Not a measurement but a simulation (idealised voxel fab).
Name of the process module below: voxel self aligned contacts
This is section cut - it's 245 nm across, gridded in 5 nm square cells.
When this document writes out a cross-section, it uses a grid of square cells and lists it as bands, beginning at the top and moving down, with a band standing for one or more rows of cells. Heads up on the band format: heights come first, top then bottom, in nm. After that it's the materials left to right, each with its width in nm. A single material flagged "throughout" fills the whole band edge to edge, and "air" means there's empty space there. Counting heights begins at 0, where everything beneath is, in the wafer as received, one material. The lowest band has no bottom; it goes on downwards, as "z 0 and below" shows. It should be noted that a width expressed as "30->40" varies in equal increments from row to row of cells within the band, taking the value of the first number at the top row and that of the second number at the bottom row. Given "remains unaltered" for a step, no cell of the cross-section differs between before and after that step. The label "Enclosed void catalog" introduces a list of the empty spaces, 8 cells or larger, that have no open way up to the top; each entry in it reads width x height at distance, where the distance is taken from the left edge and all three are stated in nm. Where a step's line continues beyond its settings, the continuation is a remark by the simulator itself on that step. Each step line may optionally specify "overlay nm", which for a step with a mask gives the rightward distance between the mask's planned place and where it lay, a negative value indicating the leftward direction.
### Process steps foreseen in the plan
1,op RECEIVE | material Si
2,op OXIDIZE | depth nm 5
3,op DIRECTIONAL_DEP | material polySi | thk nm 30
4,op DIRECTIONAL_DEP | material SiN | thk nm 20
5,op DIRECTIONAL_DEP | material aC | thk nm 10
6,op PATTERN | tone cover | mask id GATE | material resist | width nm 35 | pitch nm 80 | thk nm 30 | overlay nm 0
7,op DIRECTIONAL_ETCH | etch materials aC | depth nm 10
8,op STRIP | etch materials resist
9,op DIRECTIONAL_ETCH | etch materials SiN | depth nm 20
10,op DIRECTIONAL_ETCH | etch materials polySi | depth nm 30
11,op STRIP | etch materials aC
12,op CONFORMAL_DEP | material SiN | thk nm 10
13,op DIRECTIONAL_ETCH | etch materials SiN | depth nm 10
14,op FILL_DEP | material SiO2 | thk nm 10
15,op CMP | height nm 55
16,op MASKED_ETCH | tone open | mask id CONTACT | width nm 55 | etch materials SiO2 | depth nm 60 | overlay nm 0
17,op CONFORMAL_DEP | material TiN | thk nm 5
18,op FILL_DEP | material Ru | thk nm 5
19,op CMP | height nm 55
20,op CONFORMAL_DEP | material SiN | thk nm 5
### First of two wafers, processed according to plan
### Wafer as received: cross-section following step 1
> z 0 and below  Si throughout
> Enclosed void catalog: none
### Wafer xsec, post step 2
> z 0 to -5  SiO2 throughout
> Lower than -5, everything is as it was.
### Wafer xsec, post step 3
> z 30 to 0  polySi throughout
> Lower than 0, everything is as it was.
### Wafer xsec, post step 4
> z 50 to 30  SiN throughout
> Lower than 30, everything is as it was.
### Wafer xsec, post step 5
> z 60 to 50  aC throughout
> Lower than 50, everything is as it was.
### Wafer xsec, post step 6
> z 90 to 60  air=65 / resist=35 / air=45 / resist=35 / air=65
> Lower than 60, everything is as it was.
### Wafer xsec, post step 7
> z 80 to 60  air=65 / resist=35 / air=45 / resist=35 / air=65
> z 60 to 50  air=65 / aC=35 / air=45 / aC=35 / air=65
> Lower than 50, everything is as it was.
### Wafer xsec, post step 8
> z 60 to 50  air=65 / aC=35 / air=45 / aC=35 / air=65
> Lower than 50, everything is as it was.
### Wafer xsec, post step 9
> z 60 to 50  air=65 / aC=35 / air=45 / aC=35 / air=65
> z 50 to 30  air=65 / SiN=35 / air=45 / SiN=35 / air=65
> Lower than 30, everything is as it was.
### Wafer xsec, post step 10
> z 60 to 50  air=65 / aC=35 / air=45 / aC=35 / air=65
> z 50 to 30  air=65 / SiN=35 / air=45 / SiN=35 / air=65
> z 30 to 0  air=65 / polySi=35 / air=45 / polySi=35 / air=65
> Lower than 0, everything is as it was.
### Wafer xsec, post step 11
> z 50 to 30  air=65 / SiN=35 / air=45 / SiN=35 / air=65
> Lower than 30, everything is as it was.
### Wafer xsec, post step 12
> z 60 to 30  air=55 / SiN=55 / air=25 / SiN=55 / air=55
> z 30 to 10  air=55 / SiN=10 / polySi=35 / SiN=10 / air=25 / SiN=10 / polySi=35 / SiN=10 / air=55
> z 10 to 0  SiN=65 / polySi=35 / SiN=45 / polySi=35 / SiN=65
> Lower than 0, everything is as it was.
### Wafer xsec, post step 13
> z 50 to 30  air=55 / SiN=55 / air=25 / SiN=55 / air=55
> z 30 to 0  air=55 / SiN=10 / polySi=35 / SiN=10 / air=25 / SiN=10 / polySi=35 / SiN=10 / air=55
> Lower than 0, everything is as it was.
### Wafer xsec, post step 14
> z 60 to 50  SiO2 throughout
> z 50 to 30  SiO2=55 / SiN=55 / SiO2=25 / SiN=55 / SiO2=55
> z 30 to 0  SiO2=55 / SiN=10 / polySi=35 / SiN=10 / SiO2=25 / SiN=10 / polySi=35 / SiN=10 / SiO2=55
> Lower than 0, everything is as it was.
### Wafer xsec, post step 15
> z 55 to 50  SiO2 throughout
> Lower than 50, everything is as it was.
### Wafer xsec, post step 16
> z 55 to 50  SiO2=95 / air=55 / SiO2=95
> z 50 to 30  SiO2=55 / SiN=55 / air=25 / SiN=55 / SiO2=55
> z 30 to 0  SiO2=55 / SiN=10 / polySi=35 / SiN=10 / air=25 / SiN=10 / polySi=35 / SiN=10 / SiO2=55
> z 0 to -5  SiO2=110 / air=25 / SiO2=110
> Lower than -5, everything is as it was.
### Wafer xsec, post step 17
> z 60 to 55  TiN=100 / air=45 / TiN=100
> z 55 to 50  SiO2=95 / TiN=20 / air=15 / TiN=20 / SiO2=95
> z 50 to 30  SiO2=55 / SiN=55 / TiN=5 / air=15 / TiN=5 / SiN=55 / SiO2=55
> z 30 to 0  SiO2=55 / SiN=10 / polySi=35 / SiN=10 / TiN=5 / air=15 / TiN=5 / SiN=10 / polySi=35 / SiN=10 / SiO2=55
> z 0 to -5  SiO2=110 / TiN=25 / SiO2=110
> Lower than -5, everything is as it was.
### Wafer xsec, post step 18
> z 65 to 60  Ru throughout
> z 60 to 55  TiN=100 / Ru=45 / TiN=100
> z 55 to 50  SiO2=95 / TiN=20 / Ru=15 / TiN=20 / SiO2=95
> z 50 to 30  SiO2=55 / SiN=55 / TiN=5 / Ru=15 / TiN=5 / SiN=55 / SiO2=55
> z 30 to 0  SiO2=55 / SiN=10 / polySi=35 / SiN=10 / TiN=5 / Ru=15 / TiN=5 / SiN=10 / polySi=35 / SiN=10 / SiO2=55
> Lower than 0, everything is as it was.
### Wafer xsec, post step 19
> z 55 to 50  SiO2=95 / TiN=20 / Ru=15 / TiN=20 / SiO2=95
> Lower than 50, everything is as it was.
### Wafer xsec, post step 20
> z 60 to 55  SiN throughout
> Lower than 55, everything is as it was.
### The second wafer was prepared from the same starting point and under the same plan as the first; its processing contained one mistake, and it remains indistinguishable from the first wafer up to and including step 11
### Cross-section of the second wafer at the time by which step 12 should have been completed according to the plan
> z 40 to 30  air=65 / SiN=35 / air=45 / SiN=35 / air=65
> Lower than 30, everything is as it was.
### Cross-section of the second wafer at the time by which step 13 should have been completed according to the plan
> z 50 to 30  air=55 / SiN=55 / air=25 / SiN=55 / air=55
> z 30 to 10  air=55 / SiN=10 / polySi=35 / SiN=10 / air=25 / SiN=10 / polySi=35 / SiN=10 / air=55
> z 10 to 0  SiN=65 / polySi=35 / SiN=45 / polySi=35 / SiN=65
> Lower than 0, everything is as it was.
### Cross-section of the second wafer at the time by which step 14 should have been completed according to the plan
> z 60 to 50  SiO2 throughout
> z 50 to 30  SiO2=55 / SiN=55 / SiO2=25 / SiN=55 / SiO2=55
> z 30 to 10  SiO2=55 / SiN=10 / polySi=35 / SiN=10 / SiO2=25 / SiN=10 / polySi=35 / SiN=10 / SiO2=55
> Lower than 10, everything is as it was.
### Cross-section of the second wafer at the time by which step 15 should have been completed according to the plan
> z 55 to 50  SiO2 throughout
> Lower than 50, everything is as it was.
### Cross-section of the second wafer at the time by which step 16 should have been completed according to the plan
> z 55 to 50  SiO2=95 / air=55 / SiO2=95
> z 50 to 30  SiO2=55 / SiN=55 / air=25 / SiN=55 / SiO2=55
> z 30 to 10  SiO2=55 / SiN=10 / polySi=35 / SiN=10 / air=25 / SiN=10 / polySi=35 / SiN=10 / SiO2=55
> Lower than 10, everything is as it was.
### Cross-section of the second wafer at the time by which step 17 should have been completed according to the plan
> z 60 to 55  TiN=100 / air=45 / TiN=100
> z 55 to 50  SiO2=95 / TiN=20 / air=15 / TiN=20 / SiO2=95
> z 50 to 30  SiO2=55 / SiN=55 / TiN=5 / air=15 / TiN=5 / SiN=55 / SiO2=55
> z 30 to 15  SiO2=55 / SiN=10 / polySi=35 / SiN=10 / TiN=5 / air=15 / TiN=5 / SiN=10 / polySi=35 / SiN=10 / SiO2=55
> z 15 to 10  SiO2=55 / SiN=10 / polySi=35 / SiN=10 / TiN=25 / SiN=10 / polySi=35 / SiN=10 / SiO2=55
> Lower than 10, everything is as it was.
### Cross-section of the second wafer at the time by which step 18 should have been completed according to the plan
> z 65 to 60  Ru throughout
> z 60 to 55  TiN=100 / Ru=45 / TiN=100
> z 55 to 50  SiO2=95 / TiN=20 / Ru=15 / TiN=20 / SiO2=95
> z 50 to 30  SiO2=55 / SiN=55 / TiN=5 / Ru=15 / TiN=5 / SiN=55 / SiO2=55
> z 30 to 15  SiO2=55 / SiN=10 / polySi=35 / SiN=10 / TiN=5 / Ru=15 / TiN=5 / SiN=10 / polySi=35 / SiN=10 / SiO2=55
> Lower than 15, everything is as it was.
### Cross-section of the second wafer at the time by which step 19 should have been completed according to the plan
> z 55 to 50  SiO2=95 / TiN=20 / Ru=15 / TiN=20 / SiO2=95
> Lower than 50, everything is as it was.
### Cross-section of the second wafer at the time by which step 20 should have been completed according to the plan
> z 60 to 55  SiN throughout
> Lower than 55, everything is as it was.
What broke from the plan during processing? steps 12 and 13 of the plan were run in the wrong order, each in the other's place
Cell-count delta at end, second wafer over first, by material: 9 fewer of Ru, 54 more of SiN, 39 fewer of SiO2, 6 fewer of TiN
